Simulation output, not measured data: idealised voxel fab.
voxel wiring stack: a process module
In the cross-section labelled cut, the width is 235 nm and each square cell is 5 nm.
Cross-section, as written here: a square-cell grid given band by band from the top down, where a band holds one or more rows of cells.
What a band's entry tells you: where the top is and where the bottom is, as heights in nm, and after that what lies inside, material by material from left to right, each with its width in nm. Empty space is written as the word "empty", and a single material marked with the word "edge to edge" occupies the band from edge to edge.
Heights are reckoned from 0. Under this level, the received wafer is all of one material. The bottommost band is open-ended downward, for example "from 0 down".
Graded width ("30->40"): value in top row of band = first number; value in bottom row = second number; row-to-row change constant.
Take "no change" at face value: in the step it is given for, the cross-section changed in none of its cells.
Closed empty spaces (no open way to the top) of 8 cells or more are what "Closed-off voids" lists, each as width x height at distance from the left edge, nm for all three.
Whatever follows a step's settings on its line is a remark the simulator itself makes about that step.
If you see "overlay nm" on a step's line and that step has a mask, it's telling you how far right of where it was planned the mask ended up; a negative number means it went left instead.

BELOW IS THE LIST OF PLANNED PROCESS STEPS
- 1: RECEIVE with material Si
- 2: CONFORMAL_DEP with material SiO2, thk nm 15
- 3: DIRECTIONAL_DEP with material TiN, thk nm 5
- 4: DIRECTIONAL_DEP with material W, thk nm 15
- 5: PATTERN with tone cover, mask id METAL_1, material resist, width nm 15, pitch nm 55, thk nm 20, overlay nm 0
- 6: DIRECTIONAL_ETCH with etch materials W, depth nm 15
- 7: DIRECTIONAL_ETCH with etch materials TiN, depth nm 5
- 8: STRIP with etch materials resist
- 9: CONFORMAL_DEP with material SiN, thk nm 5
- 10: FILL_DEP with material lowk, thk nm 10
- 11: CMP with height nm 35
- 12: CONFORMAL_DEP with material SiCN, thk nm 5
- 13: DIRECTIONAL_DEP with material SiO2, thk nm 20
- 14: DIRECTIONAL_DEP with material aC, thk nm 10
- 15: PATTERN with tone open, mask id PLUG_1, material resist, width nm 15, pitch nm 110, thk nm 30, overlay nm 0
- 16: DIRECTIONAL_ETCH with etch materials aC, depth nm 10
- 17: STRIP with etch materials resist
- 18: DIRECTIONAL_ETCH with etch materials SiO2, depth nm 20
- 19: DIRECTIONAL_ETCH with etch materials SiCN, depth nm 5
- 20: STRIP with etch materials aC
- 21: CONFORMAL_DEP with material TiN, thk nm 5
- 22: FILL_DEP with material Ru, thk nm 5
- 23: CMP with height nm 60
- 24: DIRECTIONAL_DEP with material TiN, thk nm 5
- 25: DIRECTIONAL_DEP with material Ru, thk nm 25
- 26: PATTERN with tone cover, mask id METAL_2, material resist, width nm 25, pitch nm 55, thk nm 20, overlay nm 0
- 27: DIRECTIONAL_ETCH with etch materials Ru, depth nm 25
- 28: DIRECTIONAL_ETCH with etch materials TiN, depth nm 5
- 29: STRIP with etch materials resist
- 30: FILL_DEP with material SiO2, thk nm 5
- 31: CMP with height nm 90
- 32: CONFORMAL_DEP with material SiCN, thk nm 5
- 33: DIRECTIONAL_DEP with material lowk, thk nm 25
- 34: MASKED_ETCH with tone open, mask id METAL_3_HOLES, width nm 15, pitch nm 110, etch materials lowk, depth nm 25, overlay nm 0
- 35: PATTERN with tone open, mask id METAL_3, material resist, width nm 25, pitch nm 55, thk nm 20, overlay nm 0
- 36: DIRECTIONAL_ETCH with etch materials lowk, depth nm 15
- 37: DIRECTIONAL_ETCH with etch materials SiCN, depth nm 5
- 38: STRIP with etch materials resist
- 39: CONFORMAL_DEP with material TiN, thk nm 5
- 40: FILL_DEP with material Cu, thk nm 10
- 41: CMP with height nm 120
- 42: CONFORMAL_DEP with material SiCN, thk nm 5
- 43: DIRECTIONAL_DEP with material SiO2, thk nm 15
- 44: PATTERN with tone open, mask id PLUG_3, material resist, width nm 15, pitch nm 55, thk nm 20, overlay nm 0
- 45: DIRECTIONAL_ETCH with etch materials SiO2, depth nm 15
- 46: DIRECTIONAL_ETCH with etch materials SiCN, depth nm 5
- 47: STRIP with etch materials resist
- 48: EPI with material Ru, thk nm 10
- 49: EPI with material Ru, thk nm 10
- 50: CONFORMAL_DEP with material SiCN, thk nm 5
- 51: DIRECTIONAL_DEP with material lowk, thk nm 15
- 52: MASKED_ETCH with tone open, mask id METAL_4, width nm 25, pitch nm 55, etch materials lowk, depth nm 15, overlay nm 0
- 53: MASKED_ETCH with tone open, mask id METAL_4, width nm 25, pitch nm 55, etch materials SiCN, depth nm 5, overlay nm 0
- 54: CONFORMAL_DEP with material TiN, thk nm 5
- 55: FILL_DEP with material Cu, thk nm 10
- 56: CMP with height nm 160
- 57: EPI with material Ru, thk nm 5
- 58: FILL_DEP with material SiCN, thk nm 5
Wafer-to-wafer difference: width nm, step 5. Common start. Plan = first wafer's value.

CROSS-SECTION OF THE FIRST OF SEVERAL WAFERS AS RECEIVED (AFTER STEP 1)
	from 0 down  Si edge to edge
	Closed-off voids: none

THE ROWS OF THE TABLE BELOW ARE WAFERS. LOOKING AT THE END OF THE MODULE, A ROW COUNTS, FOR EVERY MATERIAL, THE CELLS THE WAFER HAS GAINED, SHOWN AS (+), OR LOST, SHOWN AS (-), SINCE IT WAS RECEIVED; ITS CLOSED VOIDS COME NEXT
width nm 15, +66 Cu, +184 Ru, +210 SiCN, +59 SiN, +572 SiO2, +146 TiN, +36 W, +325 lowk, Closed-off voids: none
width nm 20, +66 Cu, +184 Ru, +210 SiCN, +55 SiN, +572 SiO2, +150 TiN, +48 W, +313 lowk, Closed-off voids: none
width nm 25, +66 Cu, +184 Ru, +210 SiCN, +51 SiN, +572 SiO2, +154 TiN, +60 W, +301 lowk, Closed-off voids: none
width nm 30, +66 Cu, +184 Ru, +210 SiCN, +47 SiN, +572 SiO2, +158 TiN, +72 W, +289 lowk, Closed-off voids: none
width nm 35, +66 Cu, +184 Ru, +210 SiCN, +43 SiN, +572 SiO2, +162 TiN, +84 W, +277 lowk, Closed-off voids: none
width nm 40, +66 Cu, +184 Ru, +210 SiCN, +39 SiN, +572 SiO2, +166 TiN, +96 W, +265 lowk, Closed-off voids: none
